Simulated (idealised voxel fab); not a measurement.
process module | voxel air gaps
cross-section cut | 185 nm wide | cells 5 nm
A cross-section is a grid of square cells, given in bands from the top down. A band is one or more rows of cells.
Each band's line starts with the height of the band's top and of its bottom, in nm. Then come its materials from left to right, each with its width in nm. One material with "throughout" fills the band from edge to edge. "air" is empty space.
Height 0 is the level under which the wafer as received is all one material. The lowest band goes on downwards, as in "0 down".
A width such as "30 to 40" changes by the same amount from each row of cells to the next, from the band's top row to its bottom row.
"no change" after a step means that no cell of the cross-section changed.
closed voids: empty space of 8 cells or more with no open way to the top, each as width x height at its distance from the left edge, in nm
after a step's settings: what the simulator itself notes on the step
overlay nm, on a step with a mask: how far to the right of its planned place the mask lay; to the left if negative
plan
1 op RECEIVE | material Si
2 op CONFORMAL_DEP | material SiO2 | thk nm 10
3 op CONFORMAL_DEP | material SiN | thk nm 5
4 op DIRECTIONAL_DEP | material lowk | thk nm 30
5 op PATTERN | tone open | mask id LINES | material resist | width nm 20 | pitch nm 45 | thk nm 15 | overlay nm 0
6 op DIRECTIONAL_ETCH | etch materials lowk | depth nm 30
7 op STRIP | etch materials resist
8 op CONFORMAL_DEP | material TiN | thk nm 5
9 op FILL_DEP | material W | thk nm 10
10 op CMP | height nm 45
11 op EPI | material Ru | thk nm 10
12 op SELECTIVE_ETCH | etch materials lowk | depth nm 40
13 op CONFORMAL_DEP | material SiN | thk nm 5
as received, after step 1
  0 down: Si throughout
  closed voids: none
first wafer at the end, as planned
  60 to 55: air 20 | SiN 140 | air 25
  55 to 45: air 20 | SiN 5 | Ru 40 | SiN 5 | Ru 40 | SiN 5 | Ru 40 | SiN 5 | air 25
  45 to 40: air 20 | SiN 15 | TiN 5 | W 10 | TiN 5 | SiN 25 | TiN 5 | W 10 | TiN 5 | SiN 25 | TiN 5 | W 10 | TiN 5 | SiN 15 | air 25
  40 to 20: air 30 | SiN 5 | TiN 5 | W 10 | TiN 5 | SiN 5 | air 15 | SiN 5 | TiN 5 | W 10 | TiN 5 | SiN 5 | air 15 | SiN 5 | TiN 5 | W 10 | TiN 5 | SiN 5 | air 35
  20 to 15: SiN 35 | TiN 20 | SiN 25 | TiN 20 | SiN 25 | TiN 20 | SiN 40
  15 to 10: SiN throughout
  10 to 0: SiO2 throughout
  0 down: Si throughout
  closed voids: 15 x 20 at 60; 15 x 20 at 105
second wafer at the end: like start, like plan, one mistake
  60 to 55: SiN throughout
  55 to 45: Ru throughout
  45 to 40: W throughout
  40 to 35: TiN 40 | W 10 | TiN 35 | W 10 | TiN 35 | W 10 | TiN 45
  35 to 20: lowk 35 | TiN 5 | W 10 | TiN 5 | lowk 25 | TiN 5 | W 10 | TiN 5 | lowk 25 | TiN 5 | W 10 | TiN 5 | lowk 40
  20 to 15: lowk 35 | TiN 20 | lowk 25 | TiN 20 | lowk 25 | TiN 20 | lowk 40
  15 to 10: SiN throughout
  10 to 0: SiO2 throughout
  0 down: Si throughout
  closed voids: none
what went wrong: step 4 ran as: op DIRECTIONAL_DEP | material lowk | thk nm 20
at the end the second wafer has, in cells: 26 more of Ru | 64 fewer of SiN | 19 more of TiN | 31 more of W | 100 more of lowk
closed voids at the end (first wafer, second wafer): 2, 0
